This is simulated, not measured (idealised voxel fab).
A process module follows: voxel transistor to metal.
This is section cut - it's 215 nm across, gridded in 5 nm square cells.
Throughout this document, each cross-section is represented as a grid of square cells and is presented as a sequence of bands enumerated from the top downward, where a band comprises one or more rows of cells. Read a band's entry like this: the first values are the height of its top and the height of its bottom in nm, and what follows is the sequence of materials from left to right, each with its width in nm. Note that "air" is empty space, and that a single material marked "edge to edge" reaches across the band from edge to edge. Heights are expressed relative to 0, this being the level below which the as-received wafer comprises one material exclusively. The lowest band is unbounded in the downward direction and is denoted as in "0 down". Graded width ("30..40"): value in top row of band = first number; value in bottom row = second number; row-to-row change constant. Step marked "no modifications"? Then no cell in the cross-section changed in it. Voids not open to the top, 8 cells minimum: see "Closed void listing". Written width x height at distance; distance is from the left edge; nm. What comes after the settings on a step's line is commentary from the simulator itself on that step. A step's line can hold "overlay nm"; with a mask on that step, the setting says how far right of the planned place the mask lay, while a negative setting says it lay to the left.
[The planned process steps are enumerated hereunder]
1,RECEIVE with material Si
2,OXIDIZE with depth nm 5
3,CONFORMAL_DEP with material SiN, thk nm 15
4,PATTERN with tone cover, mask id ACTIVE, material resist, width nm 100, thk nm 20, overlay nm 0
5,DIRECTIONAL_ETCH with etch materials SiN, depth nm 15
6,DIRECTIONAL_ETCH with etch materials SiO2, depth nm 5
7,DIRECTIONAL_ETCH with etch materials Si, depth nm 20
8,STRIP with etch materials resist
9,FILL_DEP with material SiO2, thk nm 15
10,CMP with height nm 15
11,SELECTIVE_ETCH with etch materials SiO2, depth nm 10
12,STRIP with etch materials SiN
13,SELECTIVE_ETCH with etch materials SiO2, depth nm 5
14,OXIDIZE with depth nm 5
15,DIRECTIONAL_DEP with material polySi, thk nm 20
16,DIRECTIONAL_DEP with material SiCN, thk nm 10
17,PATTERN with tone cover, mask id GATE, material resist, width nm 20, thk nm 15, overlay nm 0
18,DIRECTIONAL_ETCH with etch materials SiCN, depth nm 20
19,DIRECTIONAL_ETCH with etch materials polySi, depth nm 30
20,STRIP with etch materials resist
21,CONFORMAL_DEP with material SiN, thk nm 5
22,DIRECTIONAL_ETCH with etch materials SiN, depth nm 5
23,DIRECTIONAL_ETCH with etch materials SiO2, depth nm 5
24,DIRECTIONAL_ETCH with etch materials Si, depth nm 5
25,EPI with material SiGe, thk nm 5
26,FILL_DEP with material SiO2, thk nm 10
27,CMP with height nm 25
28,DIRECTIONAL_DEP with material SiO2, thk nm 15
29,PATTERN with tone open, mask id CONTACT, material resist, width nm 30, pitch nm 60, thk nm 20, overlay nm 0
30,DIRECTIONAL_ETCH with etch materials SiO2, depth nm 50
31,STRIP with etch materials resist
32,CONFORMAL_DEP with material TiN, thk nm 5
33,FILL_DEP with material W, thk nm 5
34,CMP with height nm 40
35,DIRECTIONAL_DEP with material TiN, thk nm 5
36,DIRECTIONAL_DEP with material Ru, thk nm 20
37,PATTERN with tone cover, mask id METAL_1, material resist, width nm 15, pitch nm 75, thk nm 15, overlay nm 0
38,DIRECTIONAL_ETCH with etch materials Ru, depth nm 20
39,DIRECTIONAL_ETCH with etch materials TiN, depth nm 5
40,STRIP with etch materials resist
41,FILL_DEP with material lowk, thk nm 10
42,CMP with height nm 65
43,CONFORMAL_DEP with material SiN, thk nm 5
[First of two wafers, processed according to plan]
[So this is the incoming wafer in cross-section - it's already been through step 1]
> 0 down  Si edge to edge
> Closed void listing: none
[Cross-section: wafer state after step 2]
> 0 to -5  SiO2 edge to edge
> No changes below -5.
[Cross-section: wafer state after step 3]
> 15 to 0  SiN edge to edge
> No changes below 0.
[Cross-section: wafer state after step 4]
> 35 to 15  air: 55 | resist: 100 | air: 60
> No changes below 15.
[Cross-section: wafer state after step 5]
> 35 to 15  air: 55 | resist: 100 | air: 60
> 15 to 0  air: 55 | SiN: 100 | air: 60
> No changes below 0.
[Cross-section: wafer state after step 6]
> 35 to 15  air: 55 | resist: 100 | air: 60
> 15 to 0  air: 55 | SiN: 100 | air: 60
> 0 to -5  air: 55 | SiO2: 100 | air: 60
> No changes below -5.
[Cross-section: wafer state after step 7]
> 35 to 15  air: 55 | resist: 100 | air: 60
> 15 to 0  air: 55 | SiN: 100 | air: 60
> 0 to -5  air: 55 | SiO2: 100 | air: 60
> -5 to -25  air: 55 | Si: 100 | air: 60
> No changes below -25.
[Cross-section: wafer state after step 8]
> 15 to 0  air: 55 | SiN: 100 | air: 60
> No changes below 0.
[Cross-section: wafer state after step 9]
> 30 to 15  SiO2 edge to edge
> 15 to 0  SiO2: 55 | SiN: 100 | SiO2: 60
> 0 to -5  SiO2 edge to edge
> -5 to -25  SiO2: 55 | Si: 100 | SiO2: 60
> No changes below -25.
[Cross-section: wafer state after step 10]
> 15 to 0  SiO2: 55 | SiN: 100 | SiO2: 60
> No changes below 0.
[Cross-section: wafer state after step 11]
> 15 to 5  air: 55 | SiN: 100 | air: 60
> No changes below 5.
[Cross-section: wafer state after step 12]
> 5 to 0  SiO2: 55 | air: 100 | SiO2: 60
> No changes below 0.
[Cross-section: wafer state after step 13]
> 0 to -5  SiO2: 50 | air: 110 | SiO2: 55
> No changes below -5.
[Cross-section: wafer state after step 14]
> 0 to -5  SiO2: 50 | air: 110 | SiO2: 55
> -5 to -10  SiO2 edge to edge
> No changes below -10.
[Cross-section: wafer state after step 15]
> 20 to 15  polySi: 50 | air: 110 | polySi: 55
> 15 to 0  polySi edge to edge
> 0 to -5  SiO2: 50 | polySi: 110 | SiO2: 55
> No changes below -5.
[Cross-section: wafer state after step 16]
> 30 to 25  SiCN: 50 | air: 110 | SiCN: 55
> 25 to 20  SiCN edge to edge
> 20 to 15  polySi: 50 | SiCN: 110 | polySi: 55
> No changes below 15.
[Cross-section: wafer state after step 17]
> 45 to 30  air: 95 | resist: 20 | air: 100
> 30 to 25  SiCN: 50 | air: 45 | resist: 20 | air: 45 | SiCN: 55
> No changes below 25.
[Cross-section: wafer state after step 18]
> 45 to 25  air: 95 | resist: 20 | air: 100
> 25 to 20  air: 95 | SiCN: 20 | air: 100
> 20 to 15  polySi: 50 | air: 45 | SiCN: 20 | air: 45 | polySi: 55
> No changes below 15.
[Cross-section: wafer state after step 19]
> 45 to 25  air: 95 | resist: 20 | air: 100
> 25 to 15  air: 95 | SiCN: 20 | air: 100
> 15 to 0  air: 95 | polySi: 20 | air: 100
> 0 to -5  SiO2: 50 | air: 45 | polySi: 20 | air: 45 | SiO2: 55
> No changes below -5.
[Cross-section: wafer state after step 20]
> 25 to 15  air: 95 | SiCN: 20 | air: 100
> No changes below 15.
[Cross-section: wafer state after step 21]
> 30 to 25  air: 90 | SiN: 30 | air: 95
> 25 to 15  air: 90 | SiN: 5 | SiCN: 20 | SiN: 5 | air: 95
> 15 to 5  air: 90 | SiN: 5 | polySi: 20 | SiN: 5 | air: 95
> 5 to 0  SiN: 55 | air: 35 | SiN: 5 | polySi: 20 | SiN: 5 | air: 35 | SiN: 60
> 0 to -5  SiO2: 50 | SiN: 45 | polySi: 20 | SiN: 45 | SiO2: 55
> No changes below -5.
[Cross-section: wafer state after step 22]
> 25 to 15  air: 90 | SiN: 5 | SiCN: 20 | SiN: 5 | air: 95
> 15 to 0  air: 90 | SiN: 5 | polySi: 20 | SiN: 5 | air: 95
> 0 to -5  SiO2: 50 | SiN: 5 | air: 35 | SiN: 5 | polySi: 20 | SiN: 5 | air: 35 | SiN: 5 | SiO2: 55
> No changes below -5.
[Cross-section: wafer state after step 23]
> 25 to 15  air: 90 | SiN: 5 | SiCN: 20 | SiN: 5 | air: 95
> 15 to 0  air: 90 | SiN: 5 | polySi: 20 | SiN: 5 | air: 95
> 0 to -5  air: 50 | SiN: 5 | air: 35 | SiN: 5 | polySi: 20 | SiN: 5 | air: 35 | SiN: 5 | air: 55
> -5 to -10  SiO2: 55 | air: 35 | SiO2: 30 | air: 35 | SiO2: 60
> No changes below -10.
[Cross-section: wafer state after step 24]
> 25 to 15  air: 90 | SiN: 5 | SiCN: 20 | SiN: 5 | air: 95
> 15 to 0  air: 90 | SiN: 5 | polySi: 20 | SiN: 5 | air: 95
> 0 to -5  air: 50 | SiN: 5 | air: 35 | SiN: 5 | polySi: 20 | SiN: 5 | air: 35 | SiN: 5 | air: 55
> -5 to -10  SiO2: 55 | air: 35 | SiO2: 30 | air: 35 | SiO2: 60
> -10 to -15  SiO2: 55 | air: 35 | Si: 30 | air: 35 | SiO2: 60
> No changes below -15.
[Cross-section: wafer state after step 25]
> 25 to 15  air: 90 | SiN: 5 | SiCN: 20 | SiN: 5 | air: 95
> 15 to 0  air: 90 | SiN: 5 | polySi: 20 | SiN: 5 | air: 95
> 0 to -5  air: 50 | SiN: 5 | air: 35 | SiN: 5 | polySi: 20 | SiN: 5 | air: 35 | SiN: 5 | air: 55
> -5 to -10  SiO2: 55 | air: 30 | SiGe: 5 | SiO2: 30 | SiGe: 5 | air: 30 | SiO2: 60
> -10 to -15  SiO2: 55 | SiGe: 35 | Si: 30 | SiGe: 35 | SiO2: 60
> No changes below -15.
[Cross-section: wafer state after step 26]
> 35 to 25  SiO2 edge to edge
> 25 to 15  SiO2: 90 | SiN: 5 | SiCN: 20 | SiN: 5 | SiO2: 95
> 15 to 0  SiO2: 90 | SiN: 5 | polySi: 20 | SiN: 5 | SiO2: 95
> 0 to -5  SiO2: 50 | SiN: 5 | SiO2: 35 | SiN: 5 | polySi: 20 | SiN: 5 | SiO2: 35 | SiN: 5 | SiO2: 55
> -5 to -10  SiO2: 85 | SiGe: 5 | SiO2: 30 | SiGe: 5 | SiO2: 90
> No changes below -10.
[Cross-section: wafer state after step 27]
> 25 to 15  SiO2: 90 | SiN: 5 | SiCN: 20 | SiN: 5 | SiO2: 95
> No changes below 15.
[Cross-section: wafer state after step 28]
> 40 to 25  SiO2 edge to edge
> No changes below 25.
[Cross-section: wafer state after step 29]
> 60 to 40  resist: 60 | air: 30 | resist: 30 | air: 30 | resist: 65
> No changes below 40.
[Cross-section: wafer state after step 30]
> 60 to 40  resist: 60 | air: 30 | resist: 30 | air: 30 | resist: 65
> 40 to 25  SiO2: 60 | air: 30 | SiO2: 30 | air: 30 | SiO2: 65
> 25 to 15  SiO2: 60 | air: 30 | SiN: 5 | SiCN: 20 | SiN: 5 | air: 30 | SiO2: 65
> 15 to 0  SiO2: 60 | air: 30 | SiN: 5 | polySi: 20 | SiN: 5 | air: 30 | SiO2: 65
> 0 to -5  SiO2: 50 | SiN: 5 | SiO2: 5 | air: 30 | SiN: 5 | polySi: 20 | SiN: 5 | air: 30 | SiO2: 5 | SiN: 5 | SiO2: 55
> -5 to -10  SiO2: 60 | air: 25 | SiGe: 5 | SiO2: 30 | SiGe: 5 | air: 25 | SiO2: 65
> No changes below -10.
[Cross-section: wafer state after step 31]
> 40 to 25  SiO2: 60 | air: 30 | SiO2: 30 | air: 30 | SiO2: 65
> No changes below 25.
[Cross-section: wafer state after step 32]
> 45 to 40  TiN: 65 | air: 20 | TiN: 40 | air: 20 | TiN: 70
> 40 to 25  SiO2: 60 | TiN: 5 | air: 20 | TiN: 5 | SiO2: 30 | TiN: 5 | air: 20 | TiN: 5 | SiO2: 65
> 25 to 15  SiO2: 60 | TiN: 5 | air: 20 | TiN: 5 | SiN: 5 | SiCN: 20 | SiN: 5 | TiN: 5 | air: 20 | TiN: 5 | SiO2: 65
> 15 to 0  SiO2: 60 | TiN: 5 | air: 20 | TiN: 5 | SiN: 5 | polySi: 20 | SiN: 5 | TiN: 5 | air: 20 | TiN: 5 | SiO2: 65
> 0 to -5  SiO2: 50 | SiN: 5 | SiO2: 5 | TiN: 5 | air: 15 | TiN: 10 | SiN: 5 | polySi: 20 | SiN: 5 | TiN: 10 | air: 15 | TiN: 5 | SiO2: 5 | SiN: 5 | SiO2: 55
> -5 to -10  SiO2: 60 | TiN: 25 | SiGe: 5 | SiO2: 30 | SiGe: 5 | TiN: 25 | SiO2: 65
> No changes below -10.
[Cross-section: wafer state after step 33]
> 50 to 45  W edge to edge
> 45 to 40  TiN: 65 | W: 20 | TiN: 40 | W: 20 | TiN: 70
> 40 to 25  SiO2: 60 | TiN: 5 | W: 20 | TiN: 5 | SiO2: 30 | TiN: 5 | W: 20 | TiN: 5 | SiO2: 65
> 25 to 15  SiO2: 60 | TiN: 5 | W: 20 | TiN: 5 | SiN: 5 | SiCN: 20 | SiN: 5 | TiN: 5 | W: 20 | TiN: 5 | SiO2: 65
> 15 to 0  SiO2: 60 | TiN: 5 | W: 20 | TiN: 5 | SiN: 5 | polySi: 20 | SiN: 5 | TiN: 5 | W: 20 | TiN: 5 | SiO2: 65
> 0 to -5  SiO2: 50 | SiN: 5 | SiO2: 5 | TiN: 5 | W: 15 | TiN: 10 | SiN: 5 | polySi: 20 | SiN: 5 | TiN: 10 | W: 15 | TiN: 5 | SiO2: 5 | SiN: 5 | SiO2: 55
> No changes below -5.
[Cross-section: wafer state after step 34]
> 40 to 25  SiO2: 60 | TiN: 5 | W: 20 | TiN: 5 | SiO2: 30 | TiN: 5 | W: 20 | TiN: 5 | SiO2: 65
> No changes below 25.
[Cross-section: wafer state after step 35]
> 45 to 40  TiN edge to edge
> No changes below 40.
[Cross-section: wafer state after step 36]
> 65 to 45  Ru edge to edge
> No changes below 45.
[Cross-section: wafer state after step 37]
> 80 to 65  air: 60 | resist: 15 | air: 60 | resist: 15 | air: 65
> No changes below 65.
[Cross-section: wafer state after step 38]
> 80 to 65  air: 60 | resist: 15 | air: 60 | resist: 15 | air: 65
> 65 to 45  air: 60 | Ru: 15 | air: 60 | Ru: 15 | air: 65
> No changes below 45.
[Cross-section: wafer state after step 39]
> 80 to 65  air: 60 | resist: 15 | air: 60 | resist: 15 | air: 65
> 65 to 45  air: 60 | Ru: 15 | air: 60 | Ru: 15 | air: 65
> 45 to 40  air: 60 | TiN: 15 | air: 60 | TiN: 15 | air: 65
> No changes below 40.
[Cross-section: wafer state after step 40]
> 65 to 45  air: 60 | Ru: 15 | air: 60 | Ru: 15 | air: 65
> No changes below 45.
[Cross-section: wafer state after step 41]
> 75 to 65  lowk edge to edge
> 65 to 45  lowk: 60 | Ru: 15 | lowk: 60 | Ru: 15 | lowk: 65
> 45 to 40  lowk: 60 | TiN: 15 | lowk: 60 | TiN: 15 | lowk: 65
> No changes below 40.
[Cross-section: wafer state after step 42]
> 65 to 45  lowk: 60 | Ru: 15 | lowk: 60 | Ru: 15 | lowk: 65
> No changes below 45.
[Cross-section: wafer state after step 43]
> 70 to 65  SiN edge to edge
> No changes below 65.
[Companion wafer, the second of two: same beginning, same intended sequence, one mistake in carrying it out; through step 35 inclusive it tracks the first exactly]
[The second wafer in cross-section, at the planned close of step 36]
> 65 to 45  SiN edge to edge
> No changes below 45.
[The second wafer in cross-section, at the planned close of step 37]
> 80 to 65  air: 60 | resist: 15 | air: 60 | resist: 15 | air: 65
> No changes below 65.
The second wafer in cross-section, at the planned close of step 38: no modifications
The second wafer in cross-section, at the planned close of step 39: no modifications
[The second wafer in cross-section, at the planned close of step 40]
> 65 to 45  SiN edge to edge
> No changes below 45.
[The second wafer in cross-section, at the planned close of step 41]
> 75 to 65  lowk edge to edge
> No changes below 65.
[The second wafer in cross-section, at the planned close of step 42]
> 65 to 45  SiN edge to edge
> No changes below 45.
[The second wafer in cross-section, at the planned close of step 43]
> 70 to 45  SiN edge to edge
> No changes below 45.
Want to know what went wrong? planned and actual differ for step 36; actual: DIRECTIONAL_DEP with material SiN, thk nm 20
In the final state, the cell counts of the second wafer exceed or fall short of those of the first for the following materials: -24 Ru; +172 SiN; +37 TiN; -185 lowk
